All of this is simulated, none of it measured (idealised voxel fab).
Process module in this document: voxel capacitor over wiring
Each square cell in cross-section cut measures 5 nm, and the section as a whole is 265 nm wide.
Cross-section, as written here: a square-cell grid given band by band from the top down, where a band holds one or more rows of cells.
It is stipulated that each band's entry specify, in nanometres, the height of the top of the band and then that of its bottom, followed by the materials of the band in left-to-right sequence, each together with its width in nanometres. A single material marked by the word "all across" is understood to fill the band from edge to edge; the word "empty" is understood to denote empty space.
Height reference: 0 = level under which incoming wafer is all one material. Lowest band: no bottom, runs on downward, e.g. "from 0 down".
So if you see something like "30 to 40" for the width, read it as the top row of the band sitting at the first number and the bottom row at the second, with every row in between moving by the same amount as the last.
What does "nothing altered" mean for a step? It means no cell of the cross-section changed in that step.
Enclosed voids (no open way to top), threshold 8 cells or more, entry "Voids lacking openings", notation width x height at distance, distance from left edge, nm.
Formally, on a step line, whatever follows the settings is a remark that the simulator itself makes on the step.
overlay nm: mask right of planned place by this much (step with mask). Neg. = left.
PLANNED STEP LIST FOR THE PROCESS
1) RECEIVE, material Si
2) CONFORMAL_DEP, material SiO2, thk nm 15
3) DIRECTIONAL_DEP, material TiN, thk nm 5
4) DIRECTIONAL_DEP, material W, thk nm 15
5) PATTERN, tone cover, mask id METAL_1, material resist, width nm 25, pitch nm 80, thk nm 15, overlay nm 0
6) DIRECTIONAL_ETCH, etch materials W, depth nm 15
7) DIRECTIONAL_ETCH, etch materials TiN, depth nm 5
8) STRIP, etch materials resist
9) CONFORMAL_DEP, material SiCN, thk nm 5
10) FILL_DEP, material lowk, thk nm 5
11) CMP, height nm 35
12) CONFORMAL_DEP, material SiCN, thk nm 5
13) DIRECTIONAL_DEP, material lowk, thk nm 20
14) PATTERN, tone open, mask id PLUG_1, material resist, width nm 15, thk nm 15, overlay nm 0
15) DIRECTIONAL_ETCH, etch materials lowk, depth nm 20
16) DIRECTIONAL_ETCH, etch materials SiCN, depth nm 5
17) STRIP, etch materials resist
18) CONFORMAL_DEP, material TiN, thk nm 5
19) FILL_DEP, material W, thk nm 5
20) CMP, height nm 60
21) DIRECTIONAL_DEP, material TiN, thk nm 5
22) DIRECTIONAL_DEP, material HfO2, thk nm 5
23) DIRECTIONAL_DEP, material TiN, thk nm 5
24) PATTERN, tone cover, mask id UPPER_PLATE, material resist, width nm 60, thk nm 15, overlay nm 0
25) DIRECTIONAL_ETCH, etch materials TiN, depth nm 5
26) DIRECTIONAL_ETCH, etch materials HfO2, depth nm 5
27) STRIP, etch materials resist
28) PATTERN, tone cover, mask id LOWER_PLATE, material resist, width nm 70, thk nm 15, overlay nm 0
29) DIRECTIONAL_ETCH, etch materials TiN, depth nm 5
30) STRIP, etch materials resist
31) FILL_DEP, material SiO2, thk nm 15
32) CMP, height nm 85
33) DIRECTIONAL_DEP, material aC, thk nm 10
34) PATTERN, tone open, mask id PLUG_2, material resist, width nm 15, thk nm 30, overlay nm 0
35) DIRECTIONAL_ETCH, etch materials aC, depth nm 10
36) STRIP, etch materials resist
37) DIRECTIONAL_ETCH, etch materials SiO2, depth nm 10
38) STRIP, etch materials aC
39) CONFORMAL_DEP, material TiN, thk nm 5
40) FILL_DEP, material Ru, thk nm 10
41) CMP, height nm 85
42) CONFORMAL_DEP, material SiCN, thk nm 5
CROSS-SECTIONAL VIEW OF THE WAFER IN ITS AS-RECEIVED CONDITION, CORRESPONDING TO THE STATE AFTER STEP 1
* from 0 down  Si all across
* Voids lacking openings: none
THE FIRST OF TWO WAFERS, CROSS-SECTIONED AT THE END OF THE MODULE, WITH THE RUN PROCEEDING AS PLANNED
* from 90 to 85  SiCN all across
* from 85 to 80  100 nm SiO2; 5 nm TiN; 5 nm Ru; 5 nm TiN; 150 nm SiO2
* from 80 to 70  100 to 90 nm SiO2; 15 to 60 nm TiN; 150 to 115 nm SiO2
* from 70 to 65  90 nm SiO2; 60 nm HfO2; 115 nm SiO2
* from 65 to 60  85 nm SiO2; 70 nm TiN; 110 nm SiO2
* from 60 to 40  90 nm lowk; 5 nm TiN; 5 nm W; 5 nm TiN; 160 nm lowk
* from 40 to 35  90 nm SiCN; 15 nm TiN; 160 nm SiCN
* from 35 to 20  75 nm lowk; 5 nm SiCN; 25 nm W; 5 nm SiCN; 45 nm lowk; 5 nm SiCN; 25 nm W; 5 nm SiCN; 75 nm lowk
* from 20 to 15  80 nm SiCN; 25 nm TiN; 55 nm SiCN; 25 nm TiN; 80 nm SiCN
* from 15 to 0  SiO2 all across
* from 0 down  Si all across
* Voids lacking openings: none
MODULE END: CROSS-SECTION OF WAFER TWO OF TWO. SAME START AND PROCESS PLAN AS THE FIRST WAFER. ONE MISTAKE DURING EXECUTION
* from 90 to 85  SiCN all across
* from 85 to 80  100 nm SiO2; 5 nm TiN; 5 nm Ru; 5 nm TiN; 150 nm SiO2
* from 80 to 70  100 to 90 nm SiO2; 15 to 60 nm TiN; 150 to 115 nm SiO2
* from 70 to 65  90 nm SiO2; 60 nm HfO2; 115 nm SiO2
* from 65 to 60  85 nm SiO2; 70 nm TiN; 110 nm SiO2
* from 60 to 40  90 nm lowk; 5 nm TiN; 5 nm W; 5 nm TiN; 160 nm lowk
* from 40 to 35  90 nm SiCN; 15 nm TiN; 160 nm SiCN
* from 35 to 30  80 nm SiCN; 25 nm TiN; 55 nm SiCN; 25 nm TiN; 80 nm SiCN
* from 30 to 0  SiO2 all across
* from 0 down  Si all across
* Voids lacking openings: none
Run error: step 2, plan: ran twice
Final cells, second wafer relative to first, materials higher or lower: SiCN -12, SiO2 +159, W -30, lowk -117
